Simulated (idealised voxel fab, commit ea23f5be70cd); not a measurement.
The document below concerns the process module designated voxel ribs on slabs.
Section shown: cut. Width: 140 nm. Cell size: 5 nm, square.
In what follows, cross-sections appear as grids of square cells, described through bands that run from the top down, where every band is one or more rows of cells.
Band entry format. Leading values: height of top, height of bottom, nm. Remainder: materials in left-to-right order, each with its width in nm. Special words: "all across" on a single material, which then fills the band edge to edge; "air", empty space.
Height datum 0, below which the as-received substrate wafer is one material. Lowest band open at the bottom, running downward: "from 0 down".
The two numbers in a width such as "30 to 40" mark its ends across the band: the first belongs to the top row of cells, the second to the bottom row, and from each row to the next the width moves by the same amount.
"remained unchanged" -> step changed no cross-section cell.
"Catalogued sealed voids" - sealed voids, min. 8 cells, no opening to top; format: width x height at distance (distance from left edge; nm throughout).
Anything after a step's settings on that line? It's the simulator's own note about the step.
overlay nm: where the mask lay relative to plan, measured to the right, on steps with a mask; negatives go left.

HERE'S WHAT THE PLANNED PROCESS STEPS LOOK LIKE
1) RECEIVE with material Si
2) DIRECTIONAL_DEP with material SiO2, thk nm 30
3) DIRECTIONAL_DEP with material SiN, thk nm 15
4) DIRECTIONAL_DEP with material aC, thk nm 10
5) PATTERN with tone cover, mask id RIB, material resist, width nm 30, thk nm 30, overlay nm 0
6) DIRECTIONAL_ETCH with etch materials aC, depth nm 10
7) STRIP with etch materials resist
8) DIRECTIONAL_ETCH with etch materials SiN, depth nm 5
9) STRIP with etch materials aC
10) MASKED_ETCH with tone cover, mask id SLAB, width nm 90, etch materials SiN, depth nm 10, overlay nm 0
11) FILL_DEP with material SiO2, thk nm 30
12) CMP with height nm 65
13) DIRECTIONAL_DEP with material W, thk nm 10
14) DIRECTIONAL_DEP with material aC, thk nm 10
15) PATTERN with tone cover, mask id HEATER, material resist, width nm 40, thk nm 30, overlay nm 0
16) DIRECTIONAL_ETCH with etch materials aC, depth nm 10
17) STRIP with etch materials resist
18) DIRECTIONAL_ETCH with etch materials W, depth nm 10
19) STRIP with etch materials aC
20) CONFORMAL_DEP with material SiN, thk nm 10

CROSS-SECTION: WAFER ON ARRIVAL = AFTER STEP 1
  from 0 down | Si all across
  Catalogued sealed voids: none

ONE MISTAKE IN RUNNING THE MODULE, OTHERWISE START AND PLAN AS ABOVE: CROSS-SECTION AT THE END
  from 85 to 75 | air=45  SiN=50  air=45
  from 75 to 65 | SiN=55  W=30  SiN=55
  from 65 to 45 | SiO2 all across
  from 45 to 40 | SiO2=55  SiN=30  SiO2=55
  from 40 to 30 | SiO2=25  SiN=90  SiO2=25
  from 30 to 0 | SiO2 all across
  from 0 down | Si all across
  Catalogued sealed voids: none
So what did we get wrong on this run? contrary to plan, step 15 was performed as PATTERN with tone cover, mask id HEATER, material resist, width nm 30, thk nm 30, overlay nm 0
